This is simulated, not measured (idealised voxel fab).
The process module presented herein is designated voxel self aligned vias.
Cross-section cut spans 235 nm and uses square cells 5 nm in size.
Just so we're on the same page, the cross-sections are grids of square cells, and they're listed out in bands top to bottom, each band one or more rows deep. Heights first: top, then bottom, in nm. Then materials, left to right, each with a width in nm. "throughout" on a single material: fills the band edge to edge. "blank": empty space. Where do heights start? At 0: under that level the wafer as delivered is made of one material only. And the lowest band has no floor; it just carries on downward, as in "0 -> down". The notation "30->40" denotes a width that varies across the rows of cells in the band, beginning at the first number in the top row, finishing at the second number in the bottom row, and changing by an identical amount from each row to the next. When a step is marked "no modifications", none of the cells in the cross-section changed during that step. Reported under the label "Sealed void inventory" are the empty spaces having no open way to the top and comprising 8 cells or more; the notation for each is width x height at distance, in which the distance is measured from the left edge and all three values are in nm. Whatever follows a step's settings on its line is a remark the simulator itself makes about that step. When a step includes a mask, the "overlay nm" setting on its line states how far to the right of its planned place that mask lay, and negative values state how far to the left.
**So here's the lineup of process steps we planned**
- 1: RECEIVE (material Si)
- 2: CONFORMAL_DEP (material SiO2; thk nm 10)
- 3: CONFORMAL_DEP (material SiCN; thk nm 5)
- 4: DIRECTIONAL_DEP (material lowk; thk nm 30)
- 5: DIRECTIONAL_DEP (material aC; thk nm 10)
- 6: PATTERN (tone open; mask id LINES; material resist; width nm 20; pitch nm 55; thk nm 30; overlay nm 0)
- 7: DIRECTIONAL_ETCH (etch materials aC; depth nm 10)
- 8: STRIP (etch materials resist)
- 9: DIRECTIONAL_ETCH (etch materials lowk; depth nm 30)
- 10: STRIP (etch materials aC)
- 11: CONFORMAL_DEP (material TiN; thk nm 5)
- 12: FILL_DEP (material Ru; thk nm 10)
- 13: CMP (height nm 45)
- 14: SELECTIVE_ETCH (etch materials W Ru TiN; depth nm 10)
- 15: FILL_DEP (material SiN; thk nm 10)
- 16: CMP (height nm 45)
- 17: DIRECTIONAL_DEP (material lowk; thk nm 15)
- 18: PATTERN (tone open; mask id VIAS; material resist; width nm 30; pitch nm 110; thk nm 15; overlay nm 0)
- 19: DIRECTIONAL_ETCH (etch materials lowk; depth nm 15)
- 20: DIRECTIONAL_ETCH (etch materials SiN; depth nm 10)
- 21: STRIP (etch materials resist)
- 22: CONFORMAL_DEP (material TiN; thk nm 5)
- 23: FILL_DEP (material Cu; thk nm 5)
- 24: CMP (height nm 60)
- 25: CONFORMAL_DEP (material SiN; thk nm 5)
**Of two wafers, the first: run according to plan**
**as received, after step 1**
- 0 -> down = Si throughout
- Sealed void inventory: none
**after step 2**
- 10 -> 0 = SiO2 throughout
- Rest of section, below 0: as before.
**after step 3**
- 15 -> 10 = SiCN throughout
- Rest of section, below 10: as before.
**after step 4**
- 45 -> 15 = lowk throughout
- Rest of section, below 15: as before.
**after step 5**
- 55 -> 45 = aC throughout
- Rest of section, below 45: as before.
**after step 6**
- 85 -> 55 = 50 resist, then 20 blank, then 35 resist, then 20 blank, then 35 resist, then 20 blank, then 55 resist
- Rest of section, below 55: as before.
**after step 7**
- 75 -> 55 = 50 resist, then 20 blank, then 35 resist, then 20 blank, then 35 resist, then 20 blank, then 55 resist
- 55 -> 45 = 50 aC, then 20 blank, then 35 aC, then 20 blank, then 35 aC, then 20 blank, then 55 aC
- Rest of section, below 45: as before.
**after step 8**
- 55 -> 45 = 50 aC, then 20 blank, then 35 aC, then 20 blank, then 35 aC, then 20 blank, then 55 aC
- Rest of section, below 45: as before.
**after step 9**
- 55 -> 45 = 50 aC, then 20 blank, then 35 aC, then 20 blank, then 35 aC, then 20 blank, then 55 aC
- 45 -> 15 = 50 lowk, then 20 blank, then 35 lowk, then 20 blank, then 35 lowk, then 20 blank, then 55 lowk
- Rest of section, below 15: as before.
**after step 10**
- 45 -> 15 = 50 lowk, then 20 blank, then 35 lowk, then 20 blank, then 35 lowk, then 20 blank, then 55 lowk
- Rest of section, below 15: as before.
**after step 11**
- 50 -> 45 = 55 TiN, then 10 blank, then 45 TiN, then 10 blank, then 45 TiN, then 10 blank, then 60 TiN
- 45 -> 20 = 50 lowk, then 5 TiN, then 10 blank, then 5 TiN, then 35 lowk, then 5 TiN, then 10 blank, then 5 TiN, then 35 lowk, then 5 TiN, then 10 blank, then 5 TiN, then 55 lowk
- 20 -> 15 = 50 lowk, then 20 TiN, then 35 lowk, then 20 TiN, then 35 lowk, then 20 TiN, then 55 lowk
- Rest of section, below 15: as before.
**after step 12**
- 60 -> 50 = Ru throughout
- 50 -> 45 = 55 TiN, then 10 Ru, then 45 TiN, then 10 Ru, then 45 TiN, then 10 Ru, then 60 TiN
- 45 -> 20 = 50 lowk, then 5 TiN, then 10 Ru, then 5 TiN, then 35 lowk, then 5 TiN, then 10 Ru, then 5 TiN, then 35 lowk, then 5 TiN, then 10 Ru, then 5 TiN, then 55 lowk
- Rest of section, below 20: as before.
**after step 13**
- 45 -> 20 = 50 lowk, then 5 TiN, then 10 Ru, then 5 TiN, then 35 lowk, then 5 TiN, then 10 Ru, then 5 TiN, then 35 lowk, then 5 TiN, then 10 Ru, then 5 TiN, then 55 lowk
- Rest of section, below 20: as before.
**after step 14**
- 45 -> 35 = 50 lowk, then 20 blank, then 35 lowk, then 20 blank, then 35 lowk, then 20 blank, then 55 lowk
- Rest of section, below 35: as before.
**after step 15**
- 55 -> 45 = SiN throughout
- 45 -> 35 = 50 lowk, then 20 SiN, then 35 lowk, then 20 SiN, then 35 lowk, then 20 SiN, then 55 lowk
- Rest of section, below 35: as before.
**after step 16**
- 45 -> 35 = 50 lowk, then 20 SiN, then 35 lowk, then 20 SiN, then 35 lowk, then 20 SiN, then 55 lowk
- Rest of section, below 35: as before.
**after step 17**
- 60 -> 45 = lowk throughout
- Rest of section, below 45: as before.
**after step 18**
- 75 -> 60 = 45 resist, then 30 blank, then 80 resist, then 30 blank, then 50 resist
- Rest of section, below 60: as before.
**after step 19**
- 75 -> 60 = 45 resist, then 30 blank, then 80 resist, then 30 blank, then 50 resist
- 60 -> 45 = 45 lowk, then 30 blank, then 80 lowk, then 30 blank, then 50 lowk
- Rest of section, below 45: as before.
**after step 20**
- 75 -> 60 = 45 resist, then 30 blank, then 80 resist, then 30 blank, then 50 resist
- 60 -> 45 = 45 lowk, then 30 blank, then 80 lowk, then 30 blank, then 50 lowk
- 45 -> 35 = 50 lowk, then 20 blank, then 35 lowk, then 20 SiN, then 35 lowk, then 20 blank, then 55 lowk
- Rest of section, below 35: as before.
**after step 21**
- 60 -> 45 = 45 lowk, then 30 blank, then 80 lowk, then 30 blank, then 50 lowk
- Rest of section, below 45: as before.
**after step 22**
- 65 -> 60 = 50 TiN, then 20 blank, then 90 TiN, then 20 blank, then 55 TiN
- 60 -> 50 = 45 lowk, then 5 TiN, then 20 blank, then 5 TiN, then 80 lowk, then 5 TiN, then 20 blank, then 5 TiN, then 50 lowk
- 50 -> 45 = 45 lowk, then 10 TiN, then 10 blank, then 10 TiN, then 80 lowk, then 10 TiN, then 10 blank, then 10 TiN, then 50 lowk
- 45 -> 40 = 50 lowk, then 5 TiN, then 10 blank, then 5 TiN, then 35 lowk, then 20 SiN, then 35 lowk, then 5 TiN, then 10 blank, then 5 TiN, then 55 lowk
- 40 -> 35 = 50 lowk, then 20 TiN, then 35 lowk, then 20 SiN, then 35 lowk, then 20 TiN, then 55 lowk
- Rest of section, below 35: as before.
**after step 23**
- 70 -> 65 = Cu throughout
- 65 -> 60 = 50 TiN, then 20 Cu, then 90 TiN, then 20 Cu, then 55 TiN
- 60 -> 50 = 45 lowk, then 5 TiN, then 20 Cu, then 5 TiN, then 80 lowk, then 5 TiN, then 20 Cu, then 5 TiN, then 50 lowk
- 50 -> 45 = 45 lowk, then 10 TiN, then 10 Cu, then 10 TiN, then 80 lowk, then 10 TiN, then 10 Cu, then 10 TiN, then 50 lowk
- 45 -> 40 = 50 lowk, then 5 TiN, then 10 Cu, then 5 TiN, then 35 lowk, then 20 SiN, then 35 lowk, then 5 TiN, then 10 Cu, then 5 TiN, then 55 lowk
- Rest of section, below 40: as before.
**after step 24**
- 60 -> 50 = 45 lowk, then 5 TiN, then 20 Cu, then 5 TiN, then 80 lowk, then 5 TiN, then 20 Cu, then 5 TiN, then 50 lowk
- Rest of section, below 50: as before.
**after step 25**
- 65 -> 60 = SiN throughout
- Rest of section, below 60: as before.
**Second wafer. Start and plan as for the first. One mistake made in running. Agrees with the first up to and including step 10**
**Second wafer shown in cross-section at the time step 11 was slated to end**
- 50 -> 20 = 55 lowk, then 10 blank, then 45 lowk, then 10 blank, then 45 lowk, then 10 blank, then 60 lowk
- 20 -> 15 = lowk throughout
- Rest of section, below 15: as before.
**Second wafer shown in cross-section at the time step 12 was slated to end**
- 60 -> 50 = Ru throughout
- 50 -> 20 = 55 lowk, then 10 Ru, then 45 lowk, then 10 Ru, then 45 lowk, then 10 Ru, then 60 lowk
- Rest of section, below 20: as before.
**Second wafer shown in cross-section at the time step 13 was slated to end**
- 45 -> 20 = 55 lowk, then 10 Ru, then 45 lowk, then 10 Ru, then 45 lowk, then 10 Ru, then 60 lowk
- Rest of section, below 20: as before.
**Second wafer shown in cross-section at the time step 14 was slated to end**
- 45 -> 35 = 55 lowk, then 10 blank, then 45 lowk, then 10 blank, then 45 lowk, then 10 blank, then 60 lowk
- Rest of section, below 35: as before.
**Second wafer shown in cross-section at the time step 15 was slated to end**
- 55 -> 45 = SiN throughout
- 45 -> 35 = 55 lowk, then 10 SiN, then 45 lowk, then 10 SiN, then 45 lowk, then 10 SiN, then 60 lowk
- Rest of section, below 35: as before.
**Second wafer shown in cross-section at the time step 16 was slated to end**
- 45 -> 35 = 55 lowk, then 10 SiN, then 45 lowk, then 10 SiN, then 45 lowk, then 10 SiN, then 60 lowk
- Rest of section, below 35: as before.
**Second wafer shown in cross-section at the time step 17 was slated to end**
- 60 -> 45 = lowk throughout
- Rest of section, below 45: as before.
**Second wafer shown in cross-section at the time step 18 was slated to end**
- 75 -> 60 = 45 resist, then 30 blank, then 80 resist, then 30 blank, then 50 resist
- Rest of section, below 60: as before.
**Second wafer shown in cross-section at the time step 19 was slated to end**
- 75 -> 60 = 45 resist, then 30 blank, then 80 resist, then 30 blank, then 50 resist
- 60 -> 45 = 45 lowk, then 30 blank, then 80 lowk, then 30 blank, then 50 lowk
- Rest of section, below 45: as before.
**Second wafer shown in cross-section at the time step 20 was slated to end**
- 75 -> 60 = 45 resist, then 30 blank, then 80 resist, then 30 blank, then 50 resist
- 60 -> 45 = 45 lowk, then 30 blank, then 80 lowk, then 30 blank, then 50 lowk
- 45 -> 35 = 55 lowk, then 10 blank, then 45 lowk, then 10 SiN, then 45 lowk, then 10 blank, then 60 lowk
- Rest of section, below 35: as before.
**Second wafer shown in cross-section at the time step 21 was slated to end**
- 60 -> 45 = 45 lowk, then 30 blank, then 80 lowk, then 30 blank, then 50 lowk
- Rest of section, below 45: as before.
**Second wafer shown in cross-section at the time step 22 was slated to end**
- 65 -> 60 = 50 TiN, then 20 blank, then 90 TiN, then 20 blank, then 55 TiN
- 60 -> 50 = 45 lowk, then 5 TiN, then 20 blank, then 5 TiN, then 80 lowk, then 5 TiN, then 20 blank, then 5 TiN, then 50 lowk
- 50 -> 45 = 45 lowk, then 30 TiN, then 80 lowk, then 30 TiN, then 50 lowk
- 45 -> 35 = 55 lowk, then 10 TiN, then 45 lowk, then 10 SiN, then 45 lowk, then 10 TiN, then 60 lowk
- Rest of section, below 35: as before.
**Second wafer shown in cross-section at the time step 23 was slated to end**
- 70 -> 65 = Cu throughout
- 65 -> 60 = 50 TiN, then 20 Cu, then 90 TiN, then 20 Cu, then 55 TiN
- 60 -> 50 = 45 lowk, then 5 TiN, then 20 Cu, then 5 TiN, then 80 lowk, then 5 TiN, then 20 Cu, then 5 TiN, then 50 lowk
- Rest of section, below 50: as before.
**Second wafer shown in cross-section at the time step 24 was slated to end**
- 60 -> 50 = 45 lowk, then 5 TiN, then 20 Cu, then 5 TiN, then 80 lowk, then 5 TiN, then 20 Cu, then 5 TiN, then 50 lowk
- Rest of section, below 50: as before.
**Second wafer shown in cross-section at the time step 25 was slated to end**
- 65 -> 60 = SiN throughout
- Rest of section, below 60: as before.
what went wrong: contrary to plan, step 11 was performed as CONFORMAL_DEP (material lowk; thk nm 5)
Per the end-of-run cell counts, the second wafer holds more or fewer of some materials than the first: Cu -8; SiN -4; TiN -30; lowk +42
